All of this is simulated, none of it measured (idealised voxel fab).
process module | voxel self aligned vias
cross-section cut | 190 nm wide | cells 5 nm
A cross-section is a grid of square cells, given in bands from the top down. A band is one or more rows of cells.
Each band's line starts with the height of the band's top and of its bottom, in nm. Then come its materials from left to right, each with its width in nm. One material with "throughout" fills the band from edge to edge. "air" is empty space.
Height 0 is the level under which the wafer as received is all one material. The lowest band goes on downwards, as in "0 down".
A width such as "30 to 40" changes by the same amount from each row of cells to the next, from the band's top row to its bottom row.
"no change" after a step means that no cell of the cross-section changed.
closed voids: empty space of 8 cells or more with no open way to the top, each as width x height at its distance from the left edge, in nm
after a step's settings: what the simulator itself notes on the step
overlay nm, on a step with a mask: how far to the right of its planned place the mask lay; to the left if negative
plan
1 op RECEIVE | material Si
2 op CONFORMAL_DEP | material SiO2 | thk nm 10
3 op CONFORMAL_DEP | material SiCN | thk nm 5
4 op DIRECTIONAL_DEP | material lowk | thk nm 20
5 op PATTERN | tone open | mask id LINES | material resist | width nm 25 | pitch nm 65 | thk nm 20 | overlay nm 0
6 op DIRECTIONAL_ETCH | etch materials lowk | depth nm 20
7 op STRIP | etch materials resist
8 op CONFORMAL_DEP | material TiN | thk nm 5
9 op FILL_DEP | material Ru | thk nm 10
10 op CMP | height nm 35
11 op SELECTIVE_ETCH | etch materials W Ru TiN | depth nm 5
12 op FILL_DEP | material SiN | thk nm 5
13 op CMP | height nm 35
14 op DIRECTIONAL_DEP | material lowk | thk nm 20
15 op MASKED_ETCH | tone open | mask id VIAS | width nm 35 | etch materials lowk | depth nm 20 | overlay nm 0
16 op MASKED_ETCH | tone open | mask id VIAS | width nm 35 | etch materials SiN | depth nm 5 | overlay nm 0
17 op CONFORMAL_DEP | material TiN | thk nm 5
18 op FILL_DEP | material Ru | thk nm 5
19 op CMP | height nm 55
20 op CONFORMAL_DEP | material SiCN | thk nm 5
as received, after step 1
  0 down: Si throughout
  closed voids: none
a wafer at the end: this start, this plan, one mistake
  60 to 55: SiCN throughout
  55 to 35: lowk 45 | TiN 5 | Ru 25 | TiN 5 | lowk 110
  35 to 30: SiN 45 | TiN 35 | SiN 110
  30 to 25: TiN 55 | Ru 15 | TiN 50 | Ru 15 | TiN 55
  25 to 10: lowk 50 | TiN 5 | Ru 15 | TiN 5 | lowk 40 | TiN 5 | Ru 15 | TiN 5 | lowk 50
  10 to 5: lowk 50 | TiN 25 | lowk 40 | TiN 25 | lowk 50
  5 to 0: SiCN throughout
  0 down: Si throughout
  closed voids: none
what went wrong: step 2 was left out
